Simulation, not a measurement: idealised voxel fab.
Name of the process module below: voxel capacitor over wiring
It is cross-section cut that appears here, measuring 205 nm in width, its square cells being 5 nm in size.
Cross-sections here: square-cell grids, written as top-down lists of bands, a band being one or more rows of cells.
In this notation a band is specified by the heights of its top and bottom, in that order and in nm, after which its materials appear from left to right, each paired with its width in nm. The word "full width" attached to a single material means that material fills the band from edge to edge; the word "empty" stands for empty space.
Height 0 is the level under which the wafer as received is all one material. The lowest band goes on downwards, as in "0 -> down".
So if you see something like "30 to 40" for the width, read it as the top row of the band sitting at the first number and the bottom row at the second, with every row in between moving by the same amount as the last.
Take "no change occurred" at face value: in the step it is given for, the cross-section changed in none of its cells.
Closed empty spaces (no open way to the top) of 8 cells or more are what "Voids, enclosed" lists, each as width x height at distance from the left edge, nm for all three.
It should be noted that, on the line of a given step, the content following the step's settings is a remark produced by the simulator itself with respect to that step.
overlay nm: how far to the right of its planned place the mask lay on this masked step (negative: to the left).

**The planned process steps are enumerated hereunder**
1. op RECEIVE | material Si
2. op CONFORMAL_DEP | material SiO2 | thk nm 10
3. op CONFORMAL_DEP | material SiCN | thk nm 5
4. op DIRECTIONAL_DEP | material SiO2 | thk nm 25
5. op PATTERN | tone open | mask id METAL_1 | material resist | width nm 20 | pitch nm 85 | thk nm 15 | overlay nm 0
6. op DIRECTIONAL_ETCH | etch materials SiO2 | depth nm 25
7. op DIRECTIONAL_ETCH | etch materials SiCN | depth nm 5
8. op STRIP | etch materials resist
9. op CONFORMAL_DEP | material TiN | thk nm 5
10. op FILL_DEP | material Cu | thk nm 10
11. op CMP | height nm 40
12. op CONFORMAL_DEP | material SiCN | thk nm 5
13. op DIRECTIONAL_DEP | material SiO2 | thk nm 20
14. op DIRECTIONAL_DEP | material aC | thk nm 15
15. op PATTERN | tone open | mask id PLUG_1 | material resist | width nm 15 | thk nm 30 | overlay nm 0
16. op DIRECTIONAL_ETCH | etch materials aC | depth nm 15
17. op STRIP | etch materials resist
18. op DIRECTIONAL_ETCH | etch materials SiO2 | depth nm 20
19. op DIRECTIONAL_ETCH | etch materials SiCN | depth nm 5
20. op STRIP | etch materials aC
21. op EPI | material Ru | thk nm 10
22. op EPI | material Ru | thk nm 10
23. op EPI | material Ru | thk nm 5
24. op DIRECTIONAL_DEP | material TiN | thk nm 5
25. op DIRECTIONAL_DEP | material Al2O3 | thk nm 5
26. op DIRECTIONAL_DEP | material TiN | thk nm 5
27. op MASKED_ETCH | tone cover | mask id UPPER_PLATE | width nm 70 | etch materials TiN | depth nm 5 | overlay nm 0
28. op MASKED_ETCH | tone cover | mask id UPPER_PLATE | width nm 70 | etch materials Al2O3 | depth nm 5 | overlay nm 0
29. op MASKED_ETCH | tone cover | mask id LOWER_PLATE | width nm 80 | etch materials TiN | depth nm 5 | overlay nm 0
30. op FILL_DEP | material SiO2 | thk nm 15
31. op CMP | height nm 90
32. op DIRECTIONAL_DEP | material aC | thk nm 15
33. op PATTERN | tone open | mask id PLUG_2 | material resist | width nm 15 | thk nm 35 | overlay nm 0
34. op DIRECTIONAL_ETCH | etch materials aC | depth nm 15
35. op STRIP | etch materials resist
36. op DIRECTIONAL_ETCH | etch materials SiO2 | depth nm 10
37. op STRIP | etch materials aC
38. op CONFORMAL_DEP | material TiN | thk nm 5
39. op FILL_DEP | material Cu | thk nm 5
40. op CMP | height nm 90
41. op CONFORMAL_DEP | material SiCN | thk nm 5

**Wafer as received: cross-section following step 1**
	0 -> down | Si full width
	Voids, enclosed: none

**Wafer at module end, in section. Began as above, planned as above, run with one mistake**
	95 -> 90 | SiCN full width
	90 -> 85 | 65 of SiO2, then 5 of TiN, then 10 of Cu, then 5 of TiN, then 120 of SiO2
	85 -> 75 | 65 to 55 of SiO2, then 20 to 70 of TiN, then 120 to 80 of SiO2
	75 -> 70 | 55 of SiO2, then 70 of Al2O3, then 80 of SiO2
	70 -> 65 | 50 of SiO2, then 80 of TiN, then 75 of SiO2
	65 -> 45 | 55 of SiO2, then 15 of Ru, then 135 of SiO2
	45 -> 40 | 55 of SiCN, then 15 of Ru, then 135 of SiCN
	40 -> 15 | 50 of SiO2, then 5 of TiN, then 10 of Cu, then 5 of TiN, then 65 of SiO2, then 5 of TiN, then 10 of Cu, then 5 of TiN, then 50 of SiO2
	15 -> 10 | 50 of SiCN, then 20 of TiN, then 65 of SiCN, then 20 of TiN, then 50 of SiCN
	10 -> 0 | SiO2 full width
	0 -> down | Si full width
	Voids, enclosed: none
What was done differently from what was planned? step 33 did not use the planned setting and instead ran as op PATTERN | tone open | mask id PLUG_2 | material resist | width nm 20 | thk nm 35 | overlay nm 0
